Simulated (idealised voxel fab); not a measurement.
Title: Process Module voxel released beams
It is cross-section cut that appears here, measuring 245 nm in width, its square cells being 5 nm in size.
Cross-section format: a grid of square cells, given as bands from top to bottom; each band is one or more rows of cells. Quick guide to a band line: top height, bottom height (nm) up front; then every material left to right with its width in nm. Only one material and it's marked "full width"? Then it fills the band edge to edge. And "empty" just means empty space. Basically, 0 is our baseline, since under it the wafer straight out of the box is all one material. The bottom band has no lower end and keeps on going down, so it looks like "z 0 and below". A width such as "30->40" changes by the same amount from each row of cells to the next, from the band's top row to its bottom row. You'll sometimes find "remained unchanged" written for a step, and that's the way of saying that nowhere in the cross-section did a cell change during that step. "Fully closed voids" specifies each empty space that is not open to the top and that occupies no fewer than 8 cells, using the form width x height at distance, the distance measured from the left edge and all three quantities in nm. Past the settings on a step's line: simulator remark, on that step. A step's line can hold "overlay nm"; with a mask on that step, the setting says how far right of the planned place the mask lay, while a negative setting says it lay to the left.
[This section lists the process steps that were planned]
| 1 | RECEIVE, material Si |
| 2 | CONFORMAL_DEP, material Al2O3, thk nm 10 |
| 3 | DIRECTIONAL_DEP, material SiO2, thk nm 10 |
| 4 | DIRECTIONAL_DEP, material aC, thk nm 10 |
| 5 | PATTERN, tone open, mask id ANCHOR, material resist, width nm 35, thk nm 25, overlay nm 0 |
| 6 | DIRECTIONAL_ETCH, etch materials aC, depth nm 10 |
| 7 | STRIP, etch materials resist |
| 8 | DIRECTIONAL_ETCH, etch materials SiO2, depth nm 10 |
| 9 | STRIP, etch materials aC |
| 10 | CONFORMAL_DEP, material W, thk nm 15 |
| 11 | DIRECTIONAL_DEP, material aC, thk nm 15 |
| 12 | PATTERN, tone cover, mask id BEAM, material resist, width nm 105, thk nm 30, overlay nm 0 |
| 13 | DIRECTIONAL_ETCH, etch materials aC, depth nm 15 |
| 14 | STRIP, etch materials resist |
| 15 | DIRECTIONAL_ETCH, etch materials W, depth nm 15 |
| 16 | STRIP, etch materials aC |
| 17 | STRIP, etch materials SiO2 |
[Wafer cross-section on receipt, i.e. after step 1]
z 0 and below | Si full width
Fully closed voids: none
[Looking at the first of two wafers in cross-section at end of module - ran to plan]
z 35 to 25 | empty 65 nm  W 20 nm  empty 5 nm  W 80 nm  empty 75 nm
z 25 to 20 | empty 65 nm  W 105 nm  empty 75 nm
z 20 to 10 | empty 70 nm  W 35 nm  empty 140 nm
z 10 to 0 | Al2O3 full width
z 0 and below | Si full width
Fully closed voids: none
[second wafer at the end: like start, like plan, one mistake]
z 35 to 25 | empty 70 nm  W 15 nm  empty 5 nm  W 75 nm  empty 80 nm
z 25 to 20 | empty 70 nm  W 95 nm  empty 80 nm
z 20 to 10 | empty 70 nm  W 35 nm  empty 140 nm
z 10 to 0 | Al2O3 full width
z 0 and below | Si full width
Fully closed voids: none
What was the processing mistake? for step 12, the planned setting was not used; the step was instead run as PATTERN, tone cover, mask id BEAM, material resist, width nm 95, thk nm 30, overlay nm 0
FYI, end of process, the second wafer has more or fewer cells of some materials than the first: -6 W
